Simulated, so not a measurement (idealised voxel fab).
process module | voxel lift off
cross-section cut | 235 nm wide | cells 5 nm
A cross-section is a grid of square cells, given in bands from the top down. A band is one or more rows of cells.
Each band's line starts with the height of the band's top and of its bottom, in nm. Then come its materials from left to right, each with its width in nm. One material with "throughout" fills the band from edge to edge. "air" is empty space.
Height 0 is the level under which the wafer as received is all one material. The lowest band goes on downwards, as in "0 down".
A width such as "30 to 40" changes by the same amount from each row of cells to the next, from the band's top row to its bottom row.
"no change" after a step means that no cell of the cross-section changed.
closed voids: empty space of 8 cells or more with no open way to the top, each as width x height at its distance from the left edge, in nm
after a step's settings: what the simulator itself notes on the step
overlay nm, on a step with a mask: how far to the right of its planned place the mask lay; to the left if negative
Each pair below shows a cross-section before one step and the cross-section after it, down to the lowest band that changed. The line under each pair gives the step between them, with its settings. The pairs can come from different runs of this module on the same starting wafer, so a pair continues from the pair above only where its "before" says so.
before
  0 down: Si throughout
  closed voids: none
after
  15 to 0: SiN throughout
  below 0: unchanged
  closed voids: none
the step between: op CONFORMAL_DEP | material SiN | thk nm 15
before: the cross-section after the pair above
after
  35 to 15: resist 80 | air 15 | resist 15 | air 15 | resist 15 | air 15 | resist 80
  below 15: unchanged
  closed voids: none
the step between: op PATTERN | tone open | mask id LINES | material resist | width nm 15 | pitch nm 30 | thk nm 20 | overlay nm 0
before: the cross-section after the pair above
after
  45 to 35: Ru 80 | air 15 | Ru 15 | air 15 | Ru 15 | air 15 | Ru 80
  35 to 25: resist 80 | air 15 | resist 15 | air 15 | resist 15 | air 15 | resist 80
  25 to 15: resist 80 | Ru 15 | resist 15 | Ru 15 | resist 15 | Ru 15 | resist 80
  below 15: unchanged
  closed voids: none
the step between: op DIRECTIONAL_DEP | material Ru | thk nm 10
before: the cross-section after the pair above
after
  25 to 15: air 80 | Ru 15 | air 15 | Ru 15 | air 15 | Ru 15 | air 80
  below 15: unchanged
  closed voids: none
the step between: op STRIP | etch materials resist
before: the cross-section after the pair above
after
  35 to 25: air 70 | SiCN 95 | air 70
  25 to 15: SiCN 80 | Ru 15 | SiCN 15 | Ru 15 | SiCN 15 | Ru 15 | SiCN 80
  below 15: unchanged
  closed voids: none
the step between: op CONFORMAL_DEP | material SiCN | thk nm 10
before
  35 to 15: resist 80 | air 15 | resist 15 | air 15 | resist 15 | air 15 | resist 80
  15 to 0: SiN throughout
  0 down: Si throughout
  closed voids: none
after
  15 to 0: SiN throughout
  below 0: unchanged
  closed voids: none
the step between: op STRIP | etch materials resist
before: the cross-section after the pair above
after
  25 to 15: SiCN throughout
  below 15: unchanged
  closed voids: none
the step between: op CONFORMAL_DEP | material SiCN | thk nm 10
before
  15 to 0: SiN throughout
  0 down: Si throughout
  closed voids: none
after
  30 to 0: SiN throughout
  below 0: unchanged
  closed voids: none
the step between: op CONFORMAL_DEP | material SiN | thk nm 15
before: the cross-section after the pair above
after
  50 to 30: resist 80 | air 15 | resist 15 | air 15 | resist 15 | air 15 | resist 80
  below 30: unchanged
  closed voids: none
the step between: op PATTERN | tone open | mask id LINES | material resist | width nm 15 | pitch nm 30 | thk nm 20 | overlay nm 0
before: the cross-section after the pair above
after
  60 to 50: Ru 80 | air 15 | Ru 15 | air 15 | Ru 15 | air 15 | Ru 80
  50 to 40: resist 80 | air 15 | resist 15 | air 15 | resist 15 | air 15 | resist 80
  40 to 30: resist 80 | Ru 15 | resist 15 | Ru 15 | resist 15 | Ru 15 | resist 80
  below 30: unchanged
  closed voids: none
the step between: op DIRECTIONAL_DEP | material Ru | thk nm 10
before: the cross-section after the pair above
after
  40 to 30: air 80 | Ru 15 | air 15 | Ru 15 | air 15 | Ru 15 | air 80
  below 30: unchanged
  closed voids: none
the step between: op STRIP | etch materials resist
before: the cross-section after the pair above
after
  50 to 40: air 70 | SiCN 95 | air 70
  40 to 30: SiCN 80 | Ru 15 | SiCN 15 | Ru 15 | SiCN 15 | Ru 15 | SiCN 80
  below 30: unchanged
  closed voids: none
the step between: op CONFORMAL_DEP | material SiCN | thk nm 10
before
  35 to 15: resist 80 | air 15 | resist 15 | air 15 | resist 15 | air 15 | resist 80
  15 to 0: SiN throughout
  0 down: Si throughout
  closed voids: none
after
  40 to 35: Ru 80 | air 15 | Ru 15 | air 15 | Ru 15 | air 15 | Ru 80
  35 to 20: resist 80 | air 15 | resist 15 | air 15 | resist 15 | air 15 | resist 80
  20 to 15: resist 80 | Ru 15 | resist 15 | Ru 15 | resist 15 | Ru 15 | resist 80
  below 15: unchanged
  closed voids: none
the step between: op DIRECTIONAL_DEP | material Ru | thk nm 5
before: the cross-section after the pair above
after
  20 to 15: air 80 | Ru 15 | air 15 | Ru 15 | air 15 | Ru 15 | air 80
  below 15: unchanged
  closed voids: none
the step between: op STRIP | etch materials resist
before: the cross-section after the pair above
after
  30 to 25: air 70 | SiCN 95 | air 70
  25 to 20: SiCN throughout
  20 to 15: SiCN 80 | Ru 15 | SiCN 15 | Ru 15 | SiCN 15 | Ru 15 | SiCN 80
  below 15: unchanged
  closed voids: none
the step between: op CONFORMAL_DEP | material SiCN | thk nm 10
before
  15 to 0: SiN throughout
  0 down: Si throughout
  closed voids: none
after
  35 to 15: resist 90 | air 15 | resist 15 | air 15 | resist 15 | air 15 | resist 70
  below 15: unchanged
  closed voids: none
the step between: op PATTERN | tone open | mask id LINES | material resist | width nm 15 | pitch nm 30 | thk nm 20 | overlay nm 10
before: the cross-section after the pair above
after
  45 to 35: Ru 90 | air 15 | Ru 15 | air 15 | Ru 15 | air 15 | Ru 70
  35 to 25: resist 90 | air 15 | resist 15 | air 15 | resist 15 | air 15 | resist 70
  25 to 15: resist 90 | Ru 15 | resist 15 | Ru 15 | resist 15 | Ru 15 | resist 70
  below 15: unchanged
  closed voids: none
the step between: op DIRECTIONAL_DEP | material Ru | thk nm 10
before: the cross-section after the pair above
after
  25 to 15: air 90 | Ru 15 | air 15 | Ru 15 | air 15 | Ru 15 | air 70
  below 15: unchanged
  closed voids: none
the step between: op STRIP | etch materials resist
before: the cross-section after the pair above
after
  35 to 25: air 80 | SiCN 95 | air 60
  25 to 15: SiCN 90 | Ru 15 | SiCN 15 | Ru 15 | SiCN 15 | Ru 15 | SiCN 70
  below 15: unchanged
  closed voids: none
the step between: op CONFORMAL_DEP | material SiCN | thk nm 10
before
  35 to 15: resist 80 | air 15 | resist 15 | air 15 | resist 15 | air 15 | resist 80
  15 to 0: SiN throughout
  0 down: Si throughout
  closed voids: none
after
  45 to 35: SiN 80 | air 15 | SiN 15 | air 15 | SiN 15 | air 15 | SiN 80
  35 to 25: resist 80 | air 15 | resist 15 | air 15 | resist 15 | air 15 | resist 80
  25 to 15: resist 80 | SiN 15 | resist 15 | SiN 15 | resist 15 | SiN 15 | resist 80
  below 15: unchanged
  closed voids: none
the step between: op DIRECTIONAL_DEP | material SiN | thk nm 10
before: the cross-section after the pair above
after
  25 to 15: air 80 | SiN 15 | air 15 | SiN 15 | air 15 | SiN 15 | air 80
  below 15: unchanged
  closed voids: none
the step between: op STRIP | etch materials resist
before: the cross-section after the pair above
after
  35 to 25: air 70 | SiCN 95 | air 70
  25 to 15: SiCN 80 | SiN 15 | SiCN 15 | SiN 15 | SiCN 15 | SiN 15 | SiCN 80
  below 15: unchanged
  closed voids: none
the step between: op CONFORMAL_DEP | material SiCN | thk nm 10
before
  15 to 0: SiN throughout
  0 down: Si throughout
  closed voids: none
after
  35 to 15: air 80 | resist 15 | air 15 | resist 15 | air 15 | resist 15 | air 80
  below 15: unchanged
  closed voids: none
the step between: op PATTERN | tone cover | mask id LINES | material resist | width nm 15 | pitch nm 30 | thk nm 20 | overlay nm 0
before: the cross-section after the pair above
after
  45 to 35: air 80 | Ru 15 | air 15 | Ru 15 | air 15 | Ru 15 | air 80
  35 to 25: air 80 | resist 15 | air 15 | resist 15 | air 15 | resist 15 | air 80
  25 to 15: Ru 80 | resist 15 | Ru 15 | resist 15 | Ru 15 | resist 15 | Ru 80
  below 15: unchanged
  closed voids: none
the step between: op DIRECTIONAL_DEP | material Ru | thk nm 10
before: the cross-section after the pair above
after
  25 to 15: Ru 80 | air 15 | Ru 15 | air 15 | Ru 15 | air 15 | Ru 80
  below 15: unchanged
  closed voids: none
the step between: op STRIP | etch materials resist
before: the cross-section after the pair above
after
  35 to 25: SiCN throughout
  25 to 15: Ru 80 | SiCN 15 | Ru 15 | SiCN 15 | Ru 15 | SiCN 15 | Ru 80
  below 15: unchanged
  closed voids: none
the step between: op CONFORMAL_DEP | material SiCN | thk nm 10
